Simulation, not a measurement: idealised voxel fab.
Process module under the name voxel self aligned vias
It is cross-section cut that appears here, measuring 275 nm in width, its square cells being 5 nm in size.
A cross-section is a grid of square cells, given in bands from the top down. A band is one or more rows of cells.
Top, bottom (nm), then materials left to right with widths (nm); lone material tagged "throughout" fills the whole band edge to edge; "empty" = empty space.
Height reference: 0 = level under which incoming wafer is all one material. Lowest band: no bottom, runs on downward, e.g. "0..down".
With a width like "30 to 40", each row of cells in the band differs from the next by the same amount, the top row carrying the first number and the bottom row the second.
You'll sometimes find "nothing changed" written for a step, and that's the way of saying that nowhere in the cross-section did a cell change during that step.
So "Enclosed cavity list" is basically the list of trapped voids: any empty space of 8 cells or more that can't reach the top through an opening. They're written width x height at distance, the distance being from the left edge, and it's all nm.
Text after the settings on a step's line: the simulator's own remark on that step.
overlay nm: how far to the right of its planned place the mask lay on this masked step (negative: to the left).
### Planned step list for the process
| 1 | RECEIVE: material Si |
| 2 | CONFORMAL_DEP: material SiO2, thk nm 15 |
| 3 | CONFORMAL_DEP: material SiCN, thk nm 5 |
| 4 | DIRECTIONAL_DEP: material lowk, thk nm 20 |
| 5 | PATTERN: tone open, mask id LINES, material resist, width nm 25, pitch nm 60, thk nm 15, overlay nm 0 |
| 6 | DIRECTIONAL_ETCH: etch materials lowk, depth nm 20 |
| 7 | STRIP: etch materials resist |
| 8 | CONFORMAL_DEP: material TiN, thk nm 5 |
| 9 | FILL_DEP: material Ru, thk nm 5 |
| 10 | CMP: height nm 40 |
| 11 | SELECTIVE_ETCH: etch materials W Ru TiN, depth nm 10 |
| 12 | FILL_DEP: material SiN, thk nm 5 |
| 13 | CMP: height nm 40 |
| 14 | DIRECTIONAL_DEP: material lowk, thk nm 15 |
| 15 | PATTERN: tone open, mask id VIAS, material resist, width nm 35, pitch nm 60, thk nm 15, overlay nm 0 |
| 16 | DIRECTIONAL_ETCH: etch materials lowk, depth nm 15 |
| 17 | DIRECTIONAL_ETCH: etch materials SiN, depth nm 10 |
| 18 | STRIP: etch materials resist |
| 19 | CONFORMAL_DEP: material TiN, thk nm 5 |
| 20 | FILL_DEP: material Cu, thk nm 10 |
| 21 | CMP: height nm 55 |
| 22 | CONFORMAL_DEP: material SiCN, thk nm 5 |
The thk nm used in step 22 is not the same on every wafer, whereas the starting condition is; the value printed in the plan is the first wafer's.
### The first of several wafers as received, shown in cross-section; this is its state after step 1
- 0..down: Si throughout
- Enclosed cavity list: none
### Cross-section of the first of several wafers once the module has run through its last step, step 22
- 60..55: SiCN throughout
- 55..45: lowk 90 / TiN 5 / Cu 25 / TiN 5 / lowk 25 / TiN 5 / Cu 25 / TiN 5 / lowk 90
- 45..35: lowk 90 to 95 / TiN 10 to 5 / Cu 15 / TiN 10 to 5 / lowk 25 to 35 / TiN 10 to 5 / Cu 15 / TiN 10 to 5 / lowk 90 to 95
- 35..30: lowk 95 / TiN 25 / lowk 35 / TiN 25 / lowk 95
- 30..25: lowk 95 / TiN 5 / Ru 15 / TiN 5 / lowk 35 / TiN 5 / Ru 15 / TiN 5 / lowk 95
- 25..20: lowk 95 / TiN 25 / lowk 35 / TiN 25 / lowk 95
- 20..15: SiCN throughout
- 15..0: SiO2 throughout
- 0..down: Si throughout
- Enclosed cavity list: none
### Of the several wafers, the last: cross-section at the end of the module
- 75..55: SiCN throughout
- 55..45: lowk 90 / TiN 5 / Cu 25 / TiN 5 / lowk 25 / TiN 5 / Cu 25 / TiN 5 / lowk 90
- 45..35: lowk 90 to 95 / TiN 10 to 5 / Cu 15 / TiN 10 to 5 / lowk 25 to 35 / TiN 10 to 5 / Cu 15 / TiN 10 to 5 / lowk 90 to 95
- 35..30: lowk 95 / TiN 25 / lowk 35 / TiN 25 / lowk 95
- 30..25: lowk 95 / TiN 5 / Ru 15 / TiN 5 / lowk 35 / TiN 5 / Ru 15 / TiN 5 / lowk 95
- 25..20: lowk 95 / TiN 25 / lowk 35 / TiN 25 / lowk 95
- 20..15: SiCN throughout
- 15..0: SiO2 throughout
- 0..down: Si throughout
- Enclosed cavity list: none
### Rows = wafers. At module end, each row lists per material the cells gained (+) or lost (-) since the wafer was received, then the closed voids
thk nm 5, +32 Cu, +6 Ru, +110 SiCN, +165 SiO2, +44 TiN, +303 lowk, Enclosed cavity list: none
thk nm 10, +32 Cu, +6 Ru, +165 SiCN, +165 SiO2, +44 TiN, +303 lowk, Enclosed cavity list: none
thk nm 15, +32 Cu, +6 Ru, +220 SiCN, +165 SiO2, +44 TiN, +303 lowk, Enclosed cavity list: none
thk nm 20, +32 Cu, +6 Ru, +275 SiCN, +165 SiO2, +44 TiN, +303 lowk, Enclosed cavity list: none
